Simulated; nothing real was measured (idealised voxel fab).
process module | voxel capacitor over wiring
cross-section cut | 280 nm wide | cells 5 nm
A cross-section is a grid of square cells, given in bands from the top down. A band is one or more rows of cells.
Each band's line starts with the height of the band's top and of its bottom, in nm. Then come its materials from left to right, each with its width in nm. One material with "throughout" fills the band from edge to edge. "air" is empty space.
Height 0 is the level under which the wafer as received is all one material. The lowest band goes on downwards, as in "0 down".
A width such as "30 to 40" changes by the same amount from each row of cells to the next, from the band's top row to its bottom row.
"no change" after a step means that no cell of the cross-section changed.
closed voids: empty space of 8 cells or more with no open way to the top, each as width x height at its distance from the left edge, in nm
after a step's settings: what the simulator itself notes on the step
overlay nm, on a step with a mask: how far to the right of its planned place the mask lay; to the left if negative
plan
1 op RECEIVE | material Si
2 op CONFORMAL_DEP | material SiO2 | thk nm 15
3 op DIRECTIONAL_DEP | material TiN | thk nm 5
4 op DIRECTIONAL_DEP | material W | thk nm 20
5 op DIRECTIONAL_DEP | material aC | thk nm 10
6 op PATTERN | tone cover | mask id METAL_1 | material resist | width nm 30 | pitch nm 100 | thk nm 30 | overlay nm 0
7 op DIRECTIONAL_ETCH | etch materials aC | depth nm 10
8 op STRIP | etch materials resist
9 op DIRECTIONAL_ETCH | etch materials W | depth nm 20
10 op DIRECTIONAL_ETCH | etch materials TiN | depth nm 5
11 op STRIP | etch materials aC
12 op FILL_DEP | material SiO2 | thk nm 5
13 op CMP | height nm 40
14 op CONFORMAL_DEP | material SiCN | thk nm 5
15 op DIRECTIONAL_DEP | material SiO2 | thk nm 20
16 op PATTERN | tone open | mask id PLUG_1 | material resist | width nm 15 | thk nm 15 | overlay nm 0
17 op DIRECTIONAL_ETCH | etch materials SiO2 | depth nm 20
18 op DIRECTIONAL_ETCH | etch materials SiCN | depth nm 5
19 op STRIP | etch materials resist
20 op CONFORMAL_DEP | material TiN | thk nm 5
21 op FILL_DEP | material Cu | thk nm 5
22 op CMP | height nm 65
23 op DIRECTIONAL_DEP | material TiN | thk nm 10
24 op DIRECTIONAL_DEP | material HfO2 | thk nm 5
25 op DIRECTIONAL_DEP | material TiN | thk nm 5
26 op DIRECTIONAL_DEP | material aC | thk nm 15
27 op PATTERN | tone cover | mask id UPPER_PLATE | material resist | width nm 75 | thk nm 30 | overlay nm 0
28 op DIRECTIONAL_ETCH | etch materials aC | depth nm 15
29 op STRIP | etch materials resist
30 op DIRECTIONAL_ETCH | etch materials TiN | depth nm 5
31 op DIRECTIONAL_ETCH | etch materials HfO2 | depth nm 5
32 op STRIP | etch materials aC
33 op MASKED_ETCH | tone cover | mask id LOWER_PLATE | width nm 85 | etch materials TiN | depth nm 10 | overlay nm 0
34 op FILL_DEP | material SiO2 | thk nm 20
35 op CMP | height nm 100
36 op DIRECTIONAL_DEP | material aC | thk nm 15
37 op PATTERN | tone open | mask id PLUG_2 | material resist | width nm 15 | thk nm 35 | overlay nm 0
38 op DIRECTIONAL_ETCH | etch materials aC | depth nm 15
39 op STRIP | etch materials resist
40 op DIRECTIONAL_ETCH | etch materials SiO2 | depth nm 15
41 op STRIP | etch materials aC
42 op CONFORMAL_DEP | material TiN | thk nm 5
43 op FILL_DEP | material Ru | thk nm 10
44 op CMP | height nm 100
45 op CONFORMAL_DEP | material SiCN | thk nm 5
first wafer, as planned
as received, after step 1
  0 down: Si throughout
  closed voids: none
after step 2
  15 to 0: SiO2 throughout
  below 0: unchanged
after step 3
  20 to 15: TiN throughout
  below 15: unchanged
after step 4
  40 to 20: W throughout
  below 20: unchanged
after step 5
  50 to 40: aC throughout
  below 40: unchanged
after step 6
  80 to 50: air 75 | resist 30 | air 70 | resist 30 | air 75
  below 50: unchanged
after step 7
  70 to 50: air 75 | resist 30 | air 70 | resist 30 | air 75
  50 to 40: air 75 | aC 30 | air 70 | aC 30 | air 75
  below 40: unchanged
after step 8
  50 to 40: air 75 | aC 30 | air 70 | aC 30 | air 75
  below 40: unchanged
after step 9
  50 to 40: air 75 | aC 30 | air 70 | aC 30 | air 75
  40 to 20: air 75 | W 30 | air 70 | W 30 | air 75
  below 20: unchanged
after step 10
  50 to 40: air 75 | aC 30 | air 70 | aC 30 | air 75
  40 to 20: air 75 | W 30 | air 70 | W 30 | air 75
  20 to 15: air 75 | TiN 30 | air 70 | TiN 30 | air 75
  below 15: unchanged
after step 11
  40 to 20: air 75 | W 30 | air 70 | W 30 | air 75
  below 20: unchanged
after step 12
  45 to 40: SiO2 throughout
  40 to 20: SiO2 75 | W 30 | SiO2 70 | W 30 | SiO2 75
  20 to 15: SiO2 75 | TiN 30 | SiO2 70 | TiN 30 | SiO2 75
  below 15: unchanged
after step 13
  40 to 20: SiO2 75 | W 30 | SiO2 70 | W 30 | SiO2 75
  below 20: unchanged
after step 14
  45 to 40: SiCN throughout
  below 40: unchanged
after step 15
  65 to 45: SiO2 throughout
  below 45: unchanged
after step 16
  80 to 65: resist 90 | air 15 | resist 175
  below 65: unchanged
after step 17
  80 to 65: resist 90 | air 15 | resist 175
  65 to 45: SiO2 90 | air 15 | SiO2 175
  below 45: unchanged
after step 18
  80 to 65: resist 90 | air 15 | resist 175
  65 to 45: SiO2 90 | air 15 | SiO2 175
  45 to 40: SiCN 90 | air 15 | SiCN 175
  below 40: unchanged
after step 19
  65 to 45: SiO2 90 | air 15 | SiO2 175
  below 45: unchanged
after step 20
  70 to 65: TiN 95 | air 5 | TiN 180
  65 to 45: SiO2 90 | TiN 5 | air 5 | TiN 5 | SiO2 175
  45 to 40: SiCN 90 | TiN 15 | SiCN 175
  below 40: unchanged
after step 21
  75 to 70: Cu throughout
  70 to 65: TiN 95 | Cu 5 | TiN 180
  65 to 45: SiO2 90 | TiN 5 | Cu 5 | TiN 5 | SiO2 175
  below 45: unchanged
after step 22
  65 to 45: SiO2 90 | TiN 5 | Cu 5 | TiN 5 | SiO2 175
  below 45: unchanged
after step 23
  75 to 65: TiN throughout
  below 65: unchanged
after step 24
  80 to 75: HfO2 throughout
  below 75: unchanged
after step 25
  85 to 80: TiN throughout
  below 80: unchanged
after step 26
  100 to 85: aC throughout
  below 85: unchanged
after step 27
  130 to 100: air 90 | resist 75 | air 115
  below 100: unchanged
after step 28
  115 to 100: air 90 | resist 75 | air 115
  100 to 85: air 90 | aC 75 | air 115
  below 85: unchanged
after step 29
  100 to 85: air 90 | aC 75 | air 115
  below 85: unchanged
after step 30
  100 to 85: air 90 | aC 75 | air 115
  85 to 80: air 90 | TiN 75 | air 115
  below 80: unchanged
after step 31
  100 to 85: air 90 | aC 75 | air 115
  85 to 80: air 90 | TiN 75 | air 115
  80 to 75: air 90 | HfO2 75 | air 115
  below 75: unchanged
after step 32
  85 to 80: air 90 | TiN 75 | air 115
  below 80: unchanged
after step 33
  85 to 80: air 90 | TiN 75 | air 115
  80 to 75: air 90 | HfO2 75 | air 115
  75 to 65: air 85 | TiN 85 | air 110
  below 65: unchanged
after step 34
  105 to 85: SiO2 throughout
  85 to 80: SiO2 90 | TiN 75 | SiO2 115
  80 to 75: SiO2 90 | HfO2 75 | SiO2 115
  75 to 65: SiO2 85 | TiN 85 | SiO2 110
  below 65: unchanged
after step 35
  100 to 85: SiO2 throughout
  below 85: unchanged
after step 36
  115 to 100: aC throughout
  below 100: unchanged
after step 37
  150 to 115: resist 100 | air 15 | resist 165
  below 115: unchanged
after step 38
  135 to 115: resist 100 | air 15 | resist 165
  115 to 100: aC 100 | air 15 | aC 165
  below 100: unchanged
after step 39
  115 to 100: aC 100 | air 15 | aC 165
  below 100: unchanged
after step 40
  115 to 100: aC 100 | air 15 | aC 165
  100 to 85: SiO2 100 | air 15 | SiO2 165
  below 85: unchanged
after step 41
  100 to 85: SiO2 100 | air 15 | SiO2 165
  below 85: unchanged
after step 42
  105 to 100: TiN 105 | air 5 | TiN 170
  100 to 90: SiO2 100 | TiN 5 | air 5 | TiN 5 | SiO2 165
  90 to 80: SiO2 100 to 90 | TiN 15 to 75 | SiO2 165 to 115
  below 80: unchanged
after step 43
  115 to 105: Ru throughout
  105 to 100: TiN 105 | Ru 5 | TiN 170
  100 to 90: SiO2 100 | TiN 5 | Ru 5 | TiN 5 | SiO2 165
  below 90: unchanged
after step 44
  100 to 90: SiO2 100 | TiN 5 | Ru 5 | TiN 5 | SiO2 165
  below 90: unchanged
after step 45
  105 to 100: SiCN throughout
  below 100: unchanged
second wafer: like start, like plan, one mistake. Through step 24 it matches the first wafer
when step 25 should have ended: no change
when step 26 should have ended
  95 to 80: aC throughout
  below 80: unchanged
when step 27 should have ended
  125 to 95: air 90 | resist 75 | air 115
  below 95: unchanged
when step 28 should have ended
  110 to 95: air 90 | resist 75 | air 115
  95 to 80: air 90 | aC 75 | air 115
  below 80: unchanged
when step 29 should have ended
  95 to 80: air 90 | aC 75 | air 115
  below 80: unchanged
when step 30 should have ended: no change
when step 31 should have ended
  95 to 80: air 90 | aC 75 | air 115
  80 to 75: air 90 | HfO2 75 | air 115
  below 75: unchanged
when step 32 should have ended
  80 to 75: air 90 | HfO2 75 | air 115
  below 75: unchanged
when step 33 should have ended
  80 to 75: air 90 | HfO2 75 | air 115
  75 to 65: air 85 | TiN 85 | air 110
  below 65: unchanged
when step 34 should have ended
  100 to 80: SiO2 throughout
  80 to 75: SiO2 90 | HfO2 75 | SiO2 115
  75 to 65: SiO2 85 | TiN 85 | SiO2 110
  below 65: unchanged
when step 35 should have ended: no change
when step 36 should have ended
  115 to 100: aC throughout
  below 100: unchanged
when step 37 should have ended
  150 to 115: resist 100 | air 15 | resist 165
  below 115: unchanged
when step 38 should have ended
  135 to 115: resist 100 | air 15 | resist 165
  115 to 100: aC 100 | air 15 | aC 165
  below 100: unchanged
when step 39 should have ended
  115 to 100: aC 100 | air 15 | aC 165
  below 100: unchanged
when step 40 should have ended
  115 to 100: aC 100 | air 15 | aC 165
  100 to 85: SiO2 100 | air 15 | SiO2 165
  below 85: unchanged
when step 41 should have ended
  100 to 85: SiO2 100 | air 15 | SiO2 165
  below 85: unchanged
when step 42 should have ended
  105 to 100: TiN 105 | air 5 | TiN 170
  100 to 90: SiO2 100 | TiN 5 | air 5 | TiN 5 | SiO2 165
  90 to 85: SiO2 100 | TiN 15 | SiO2 165
  below 85: unchanged
when step 43 should have ended
  115 to 105: Ru throughout
  105 to 100: TiN 105 | Ru 5 | TiN 170
  100 to 90: SiO2 100 | TiN 5 | Ru 5 | TiN 5 | SiO2 165
  below 90: unchanged
when step 44 should have ended
  100 to 90: SiO2 100 | TiN 5 | Ru 5 | TiN 5 | SiO2 165
  below 90: unchanged
when step 45 should have ended
  105 to 100: SiCN throughout
  below 100: unchanged
what went wrong: step 25 was left out
at the end the second wafer has, in cells: 15 more of SiO2 | 15 fewer of TiN
